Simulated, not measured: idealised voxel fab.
process module | voxel double patterning
cross-section cut | 240 nm wide | cells 5 nm
A cross-section is a grid of square cells, given in bands from the top down. A band is one or more rows of cells.
Each band's line starts with the height of the band's top and of its bottom, in nm. Then come its materials from left to right, each with its width in nm. One material with "throughout" fills the band from edge to edge. "air" is empty space.
Height 0 is the level under which the wafer as received is all one material. The lowest band goes on downwards, as in "0 down".
A width such as "30 to 40" changes by the same amount from each row of cells to the next, from the band's top row to its bottom row.
"no change" after a step means that no cell of the cross-section changed.
closed voids: empty space of 8 cells or more with no open way to the top, each as width x height at its distance from the left edge, in nm
after a step's settings: what the simulator itself notes on the step
overlay nm, on a step with a mask: how far to the right of its planned place the mask lay; to the left if negative
plan
1 op RECEIVE | material Si
2 op CONFORMAL_DEP | material SiO2 | thk nm 10
3 op DIRECTIONAL_DEP | material polySi | thk nm 15
4 op DIRECTIONAL_DEP | material SiN | thk nm 10
5 op MASKED_ETCH | tone open | mask id FIRST | width nm 15 | pitch nm 50 | etch materials SiN | depth nm 10 | overlay nm 0
6 op MASKED_ETCH | tone open | mask id SECOND | width nm 15 | pitch nm 50 | etch materials SiN | depth nm 10 | overlay nm 0
7 op DIRECTIONAL_ETCH | etch materials polySi | depth nm 15
8 op STRIP | etch materials SiN
as received, after step 1
  0 down: Si throughout
  closed voids: none
first wafer at the end, as planned
  25 to 10: polySi 60 | air 15 | polySi 10 | air 15 | polySi 10 | air 15 | polySi 10 | air 15 | polySi 10 | air 15 | polySi 65
  10 to 0: SiO2 throughout
  0 down: Si throughout
  closed voids: none
second wafer at the end: like start, like plan, one mistake
  25 to 10: polySi 65 | air 15 | polySi 5 | air 15 | polySi 15 | air 15 | polySi 5 | air 15 | polySi 15 | air 15 | polySi 60
  10 to 0: SiO2 throughout
  0 down: Si throughout
  closed voids: none
what went wrong: step 5 ran as: op MASKED_ETCH | tone open | mask id FIRST | width nm 15 | pitch nm 50 | etch materials SiN | depth nm 10 | overlay nm 5
at the end the second wafer has, in cells: as many of each material as the first, in other places
